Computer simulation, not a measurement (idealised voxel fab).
Documented hereafter: the process module known as voxel capacitor over wiring.
Section shown: cut. Width: 250 nm. Cell size: 5 nm, square.
Cross-section format: a grid of square cells, given as bands from top to bottom; each band is one or more rows of cells.
Band: top height; bottom height; in nm. Then, left to right: material with width in nm, for each material. "everywhere": a single material spanning edge to edge. "empty": empty space.
We count height from 0. Below that, the starting wafer is all one material. The lowest band never ends at the bottom but goes on down; see "z 0 and below" for how that is written.
So if you see something like "30->40" for the width, read it as the top row of the band sitting at the first number and the bottom row at the second, with every row in between moving by the same amount as the last.
Any step labelled "remained unchanged" changed none of the cells in the cross-section.
Look at "Sealed cavities" for the closed voids: empty spaces with no open path to the top, sized 8 cells or up. Each is width x height at distance, distance from the left edge, all nm.
Where a step's line continues beyond its settings, the continuation is a remark by the simulator itself on that step.
You can add "overlay nm" to a step's line. For a step with a mask, it describes how far the mask lay to the right of its planned position, and a negative number describes a lay to the left.
LISTED BELOW ARE THE PROCESS STEPS AS PLANNED
1) RECEIVE, material Si
2) CONFORMAL_DEP, material SiO2, thk nm 10
3) CONFORMAL_DEP, material SiCN, thk nm 5
4) DIRECTIONAL_DEP, material lowk, thk nm 20
5) PATTERN, tone open, mask id METAL_1, material resist, width nm 30, pitch nm 100, thk nm 15, overlay nm 0
6) DIRECTIONAL_ETCH, etch materials lowk, depth nm 20
7) DIRECTIONAL_ETCH, etch materials SiCN, depth nm 5
8) STRIP, etch materials resist
9) CONFORMAL_DEP, material TiN, thk nm 5
10) FILL_DEP, material W, thk nm 5
11) CMP, height nm 35
12) CONFORMAL_DEP, material SiCN, thk nm 5
13) DIRECTIONAL_DEP, material lowk, thk nm 10
14) PATTERN, tone open, mask id PLUG_1, material resist, width nm 15, thk nm 20, overlay nm 0
15) DIRECTIONAL_ETCH, etch materials lowk, depth nm 10
16) DIRECTIONAL_ETCH, etch materials SiCN, depth nm 5
17) STRIP, etch materials resist
18) EPI, material Ru, thk nm 10
19) EPI, material Ru, thk nm 5
20) DIRECTIONAL_DEP, material TiN, thk nm 5
21) DIRECTIONAL_DEP, material HfO2, thk nm 5
22) DIRECTIONAL_DEP, material TiN, thk nm 10
23) DIRECTIONAL_DEP, material aC, thk nm 10
24) PATTERN, tone cover, mask id UPPER_PLATE, material resist, width nm 75, thk nm 30, overlay nm 0
25) DIRECTIONAL_ETCH, etch materials aC, depth nm 10
26) STRIP, etch materials resist
27) DIRECTIONAL_ETCH, etch materials TiN, depth nm 10
28) DIRECTIONAL_ETCH, etch materials HfO2, depth nm 5
29) STRIP, etch materials aC
30) DIRECTIONAL_DEP, material aC, thk nm 15
31) PATTERN, tone cover, mask id LOWER_PLATE, material resist, width nm 85, thk nm 30, overlay nm 0
32) DIRECTIONAL_ETCH, etch materials aC, depth nm 15
33) STRIP, etch materials resist
34) DIRECTIONAL_ETCH, etch materials TiN, depth nm 5
35) STRIP, etch materials aC
36) FILL_DEP, material SiO2, thk nm 15
37) CMP, height nm 80
38) DIRECTIONAL_DEP, material aC, thk nm 10
39) PATTERN, tone open, mask id PLUG_2, material resist, width nm 15, thk nm 25, overlay nm 0
40) DIRECTIONAL_ETCH, etch materials aC, depth nm 10
41) STRIP, etch materials resist
42) DIRECTIONAL_ETCH, etch materials SiO2, depth nm 10
43) STRIP, etch materials aC
44) CONFORMAL_DEP, material TiN, thk nm 5
45) FILL_DEP, material W, thk nm 5
46) CMP, height nm 80
47) CONFORMAL_DEP, material SiCN, thk nm 5
FIRST OF TWO WAFERS - AS PLANNED
CROSS-SECTION OF THE WAFER AS IT CAME TO US, I.E., ALREADY THROUGH STEP 1
> z 0 and below  Si everywhere
> Sealed cavities: none
AFTER STEP 2, IN CROSS-SECTION
> z 10 to 0  SiO2 everywhere
> Heights below 0 show no change.
AFTER STEP 3, IN CROSS-SECTION
> z 15 to 10  SiCN everywhere
> Heights below 10 show no change.
AFTER STEP 4, IN CROSS-SECTION
> z 35 to 15  lowk everywhere
> Heights below 15 show no change.
AFTER STEP 5, IN CROSS-SECTION
> z 50 to 35  resist=60  empty=30  resist=70  empty=30  resist=60
> Heights below 35 show no change.
AFTER STEP 6, IN CROSS-SECTION
> z 50 to 35  resist=60  empty=30  resist=70  empty=30  resist=60
> z 35 to 15  lowk=60  empty=30  lowk=70  empty=30  lowk=60
> Heights below 15 show no change.
AFTER STEP 7, IN CROSS-SECTION
> z 50 to 35  resist=60  empty=30  resist=70  empty=30  resist=60
> z 35 to 15  lowk=60  empty=30  lowk=70  empty=30  lowk=60
> z 15 to 10  SiCN=60  empty=30  SiCN=70  empty=30  SiCN=60
> Heights below 10 show no change.
AFTER STEP 8, IN CROSS-SECTION
> z 35 to 15  lowk=60  empty=30  lowk=70  empty=30  lowk=60
> Heights below 15 show no change.
AFTER STEP 9, IN CROSS-SECTION
> z 40 to 35  TiN=65  empty=20  TiN=80  empty=20  TiN=65
> z 35 to 15  lowk=60  TiN=5  empty=20  TiN=5  lowk=70  TiN=5  empty=20  TiN=5  lowk=60
> z 15 to 10  SiCN=60  TiN=30  SiCN=70  TiN=30  SiCN=60
> Heights below 10 show no change.
AFTER STEP 10, IN CROSS-SECTION
> z 45 to 40  W everywhere
> z 40 to 35  TiN=65  W=20  TiN=80  W=20  TiN=65
> z 35 to 15  lowk=60  TiN=5  W=20  TiN=5  lowk=70  TiN=5  W=20  TiN=5  lowk=60
> Heights below 15 show no change.
AFTER STEP 11, IN CROSS-SECTION
> z 35 to 15  lowk=60  TiN=5  W=20  TiN=5  lowk=70  TiN=5  W=20  TiN=5  lowk=60
> Heights below 15 show no change.
AFTER STEP 12, IN CROSS-SECTION
> z 40 to 35  SiCN everywhere
> Heights below 35 show no change.
AFTER STEP 13, IN CROSS-SECTION
> z 50 to 40  lowk everywhere
> Heights below 40 show no change.
AFTER STEP 14, IN CROSS-SECTION
> z 70 to 50  resist=75  empty=15  resist=160
> Heights below 50 show no change.
AFTER STEP 15, IN CROSS-SECTION
> z 70 to 50  resist=75  empty=15  resist=160
> z 50 to 40  lowk=75  empty=15  lowk=160
> Heights below 40 show no change.
AFTER STEP 16, IN CROSS-SECTION
> z 70 to 50  resist=75  empty=15  resist=160
> z 50 to 40  lowk=75  empty=15  lowk=160
> z 40 to 35  SiCN=75  empty=15  SiCN=160
> Heights below 35 show no change.
AFTER STEP 17, IN CROSS-SECTION
> z 50 to 40  lowk=75  empty=15  lowk=160
> Heights below 40 show no change.
AFTER STEP 18, IN CROSS-SECTION
> z 50 to 45  lowk=75  empty=15  lowk=160
> z 45 to 40  lowk=75  Ru=15  lowk=160
> z 40 to 35  SiCN=75  Ru=15  SiCN=160
> Heights below 35 show no change.
AFTER STEP 19, IN CROSS-SECTION
> z 50 to 40  lowk=75  Ru=15  lowk=160
> Heights below 40 show no change.
AFTER STEP 20, IN CROSS-SECTION
> z 55 to 50  TiN everywhere
> Heights below 50 show no change.
AFTER STEP 21, IN CROSS-SECTION
> z 60 to 55  HfO2 everywhere
> Heights below 55 show no change.
AFTER STEP 22, IN CROSS-SECTION
> z 70 to 60  TiN everywhere
> Heights below 60 show no change.
AFTER STEP 23, IN CROSS-SECTION
> z 80 to 70  aC everywhere
> Heights below 70 show no change.
AFTER STEP 24, IN CROSS-SECTION
> z 110 to 80  empty=75  resist=75  empty=100
> Heights below 80 show no change.
AFTER STEP 25, IN CROSS-SECTION
> z 100 to 80  empty=75  resist=75  empty=100
> z 80 to 70  empty=75  aC=75  empty=100
> Heights below 70 show no change.
AFTER STEP 26, IN CROSS-SECTION
> z 80 to 70  empty=75  aC=75  empty=100
> Heights below 70 show no change.
AFTER STEP 27, IN CROSS-SECTION
> z 80 to 70  empty=75  aC=75  empty=100
> z 70 to 60  empty=75  TiN=75  empty=100
> Heights below 60 show no change.
AFTER STEP 28, IN CROSS-SECTION
> z 80 to 70  empty=75  aC=75  empty=100
> z 70 to 60  empty=75  TiN=75  empty=100
> z 60 to 55  empty=75  HfO2=75  empty=100
> Heights below 55 show no change.
AFTER STEP 29, IN CROSS-SECTION
> z 70 to 60  empty=75  TiN=75  empty=100
> Heights below 60 show no change.
AFTER STEP 30, IN CROSS-SECTION
> z 85 to 70  empty=75  aC=75  empty=100
> z 70 to 60  aC=75  TiN=75  aC=100
> z 60 to 55  aC=75  HfO2=75  aC=100
> Heights below 55 show no change.
AFTER STEP 31, IN CROSS-SECTION
> z 115 to 85  empty=70  resist=85  empty=95
> z 85 to 70  empty=70  resist=5  aC=75  resist=5  empty=95
> Heights below 70 show no change.
AFTER STEP 32, IN CROSS-SECTION
> z 100 to 85  empty=70  resist=85  empty=95
> z 85 to 70  empty=70  resist=5  aC=75  resist=5  empty=95
> z 70 to 60  empty=70  aC=5  TiN=75  aC=5  empty=95
> z 60 to 55  empty=70  aC=5  HfO2=75  aC=5  empty=95
> Heights below 55 show no change.
AFTER STEP 33, IN CROSS-SECTION
> z 85 to 70  empty=75  aC=75  empty=100
> Heights below 70 show no change.
AFTER STEP 34, IN CROSS-SECTION
> z 85 to 70  empty=75  aC=75  empty=100
> z 70 to 60  empty=70  aC=5  TiN=75  aC=5  empty=95
> z 60 to 55  empty=70  aC=5  HfO2=75  aC=5  empty=95
> z 55 to 50  empty=70  TiN=85  empty=95
> Heights below 50 show no change.
AFTER STEP 35, IN CROSS-SECTION
> z 70 to 60  empty=75  TiN=75  empty=100
> z 60 to 55  empty=75  HfO2=75  empty=100
> Heights below 55 show no change.
AFTER STEP 36, IN CROSS-SECTION
> z 85 to 70  SiO2 everywhere
> z 70 to 60  SiO2=75  TiN=75  SiO2=100
> z 60 to 55  SiO2=75  HfO2=75  SiO2=100
> z 55 to 50  SiO2=70  TiN=85  SiO2=95
> Heights below 50 show no change.
AFTER STEP 37, IN CROSS-SECTION
> z 80 to 70  SiO2 everywhere
> Heights below 70 show no change.
AFTER STEP 38, IN CROSS-SECTION
> z 90 to 80  aC everywhere
> Heights below 80 show no change.
AFTER STEP 39, IN CROSS-SECTION
> z 115 to 90  resist=85  empty=15  resist=150
> Heights below 90 show no change.
AFTER STEP 40, IN CROSS-SECTION
> z 105 to 90  resist=85  empty=15  resist=150
> z 90 to 80  aC=85  empty=15  aC=150
> Heights below 80 show no change.
AFTER STEP 41, IN CROSS-SECTION
> z 90 to 80  aC=85  empty=15  aC=150
> Heights below 80 show no change.
AFTER STEP 42, IN CROSS-SECTION
> z 90 to 80  aC=85  empty=15  aC=150
> z 80 to 70  SiO2=85  empty=15  SiO2=150
> Heights below 70 show no change.
AFTER STEP 43, IN CROSS-SECTION
> z 80 to 70  SiO2=85  empty=15  SiO2=150
> Heights below 70 show no change.
AFTER STEP 44, IN CROSS-SECTION
> z 85 to 80  TiN=90  empty=5  TiN=155
> z 80 to 75  SiO2=85  TiN=5  empty=5  TiN=5  SiO2=150
> z 75 to 70  SiO2=85  TiN=15  SiO2=150
> Heights below 70 show no change.
AFTER STEP 45, IN CROSS-SECTION
> z 90 to 85  W everywhere
> z 85 to 80  TiN=90  W=5  TiN=155
> z 80 to 75  SiO2=85  TiN=5  W=5  TiN=5  SiO2=150
> Heights below 75 show no change.
AFTER STEP 46, IN CROSS-SECTION
> z 80 to 75  SiO2=85  TiN=5  W=5  TiN=5  SiO2=150
> Heights below 75 show no change.
AFTER STEP 47, IN CROSS-SECTION
> z 85 to 80  SiCN everywhere
> Heights below 80 show no change.
OKAY, SECOND WAFER. NOTHING DIFFERENT AT THE START, NOTHING DIFFERENT IN THE PLAN, JUST ONE MISTAKE SOMEWHERE IN THE RUNNING. AS FAR AS STEP 23, COUNTING THAT STEP, IT'S THE FIRST WAFER ALL OVER AGAIN
SECOND WAFER, SECTION VIEW, TIME POINT: SCHEDULED END OF STEP 24
> z 110 to 80  empty=80  resist=70  empty=100
> Heights below 80 show no change.
SECOND WAFER, SECTION VIEW, TIME POINT: SCHEDULED END OF STEP 25
> z 100 to 80  empty=80  resist=70  empty=100
> z 80 to 70  empty=80  aC=70  empty=100
> Heights below 70 show no change.
SECOND WAFER, SECTION VIEW, TIME POINT: SCHEDULED END OF STEP 26
> z 80 to 70  empty=80  aC=70  empty=100
> Heights below 70 show no change.
SECOND WAFER, SECTION VIEW, TIME POINT: SCHEDULED END OF STEP 27
> z 80 to 70  empty=80  aC=70  empty=100
> z 70 to 60  empty=80  TiN=70  empty=100
> Heights below 60 show no change.
SECOND WAFER, SECTION VIEW, TIME POINT: SCHEDULED END OF STEP 28
> z 80 to 70  empty=80  aC=70  empty=100
> z 70 to 60  empty=80  TiN=70  empty=100
> z 60 to 55  empty=80  HfO2=70  empty=100
> Heights below 55 show no change.
SECOND WAFER, SECTION VIEW, TIME POINT: SCHEDULED END OF STEP 29
> z 70 to 60  empty=80  TiN=70  empty=100
> Heights below 60 show no change.
SECOND WAFER, SECTION VIEW, TIME POINT: SCHEDULED END OF STEP 30
> z 85 to 70  empty=80  aC=70  empty=100
> z 70 to 60  aC=80  TiN=70  aC=100
> z 60 to 55  aC=80  HfO2=70  aC=100
> Heights below 55 show no change.
SECOND WAFER, SECTION VIEW, TIME POINT: SCHEDULED END OF STEP 31
> z 115 to 85  empty=70  resist=85  empty=95
> z 85 to 70  empty=70  resist=10  aC=70  resist=5  empty=95
> Heights below 70 show no change.
SECOND WAFER, SECTION VIEW, TIME POINT: SCHEDULED END OF STEP 32
> z 100 to 85  empty=70  resist=85  empty=95
> z 85 to 70  empty=70  resist=10  aC=70  resist=5  empty=95
> z 70 to 60  empty=70  aC=10  TiN=70  aC=5  empty=95
> z 60 to 55  empty=70  aC=10  HfO2=70  aC=5  empty=95
> Heights below 55 show no change.
SECOND WAFER, SECTION VIEW, TIME POINT: SCHEDULED END OF STEP 33
> z 85 to 70  empty=80  aC=70  empty=100
> Heights below 70 show no change.
SECOND WAFER, SECTION VIEW, TIME POINT: SCHEDULED END OF STEP 34
> z 85 to 70  empty=80  aC=70  empty=100
> z 70 to 60  empty=70  aC=10  TiN=70  aC=5  empty=95
> z 60 to 55  empty=70  aC=10  HfO2=70  aC=5  empty=95
> z 55 to 50  empty=70  TiN=85  empty=95
> Heights below 50 show no change.
SECOND WAFER, SECTION VIEW, TIME POINT: SCHEDULED END OF STEP 35
> z 70 to 60  empty=80  TiN=70  empty=100
> z 60 to 55  empty=80  HfO2=70  empty=100
> Heights below 55 show no change.
SECOND WAFER, SECTION VIEW, TIME POINT: SCHEDULED END OF STEP 36
> z 85 to 70  SiO2 everywhere
> z 70 to 60  SiO2=80  TiN=70  SiO2=100
> z 60 to 55  SiO2=80  HfO2=70  SiO2=100
> z 55 to 50  SiO2=70  TiN=85  SiO2=95
> Heights below 50 show no change.
SECOND WAFER, SECTION VIEW, TIME POINT: SCHEDULED END OF STEP 37
> z 80 to 70  SiO2 everywhere
> Heights below 70 show no change.
SECOND WAFER, SECTION VIEW, TIME POINT: SCHEDULED END OF STEP 38
> z 90 to 80  aC everywhere
> Heights below 80 show no change.
SECOND WAFER, SECTION VIEW, TIME POINT: SCHEDULED END OF STEP 39
> z 115 to 90  resist=85  empty=15  resist=150
> Heights below 90 show no change.
SECOND WAFER, SECTION VIEW, TIME POINT: SCHEDULED END OF STEP 40
> z 105 to 90  resist=85  empty=15  resist=150
> z 90 to 80  aC=85  empty=15  aC=150
> Heights below 80 show no change.
SECOND WAFER, SECTION VIEW, TIME POINT: SCHEDULED END OF STEP 41
> z 90 to 80  aC=85  empty=15  aC=150
> Heights below 80 show no change.
SECOND WAFER, SECTION VIEW, TIME POINT: SCHEDULED END OF STEP 42
> z 90 to 80  aC=85  empty=15  aC=150
> z 80 to 70  SiO2=85  empty=15  SiO2=150
> Heights below 70 show no change.
SECOND WAFER, SECTION VIEW, TIME POINT: SCHEDULED END OF STEP 43
> z 80 to 70  SiO2=85  empty=15  SiO2=150
> Heights below 70 show no change.
SECOND WAFER, SECTION VIEW, TIME POINT: SCHEDULED END OF STEP 44
> z 85 to 80  TiN=90  empty=5  TiN=155
> z 80 to 75  SiO2=85  TiN=5  empty=5  TiN=5  SiO2=150
> z 75 to 70  SiO2=85  TiN=15  SiO2=150
> Heights below 70 show no change.
SECOND WAFER, SECTION VIEW, TIME POINT: SCHEDULED END OF STEP 45
> z 90 to 85  W everywhere
> z 85 to 80  TiN=90  W=5  TiN=155
> z 80 to 75  SiO2=85  TiN=5  W=5  TiN=5  SiO2=150
> Heights below 75 show no change.
SECOND WAFER, SECTION VIEW, TIME POINT: SCHEDULED END OF STEP 46
> z 80 to 75  SiO2=85  TiN=5  W=5  TiN=5  SiO2=150
> Heights below 75 show no change.
SECOND WAFER, SECTION VIEW, TIME POINT: SCHEDULED END OF STEP 47
> z 85 to 80  SiCN everywhere
> Heights below 80 show no change.
Nonconformance to the process plan: step 24 was not run as planned; what actually ran was PATTERN, tone cover, mask id UPPER_PLATE, material resist, width nm 70, thk nm 30, overlay nm 0
Count the cells at the end and the second wafer has more or fewer of some materials than the first: 1 fewer of HfO2, 3 more of SiO2, 2 fewer of TiN
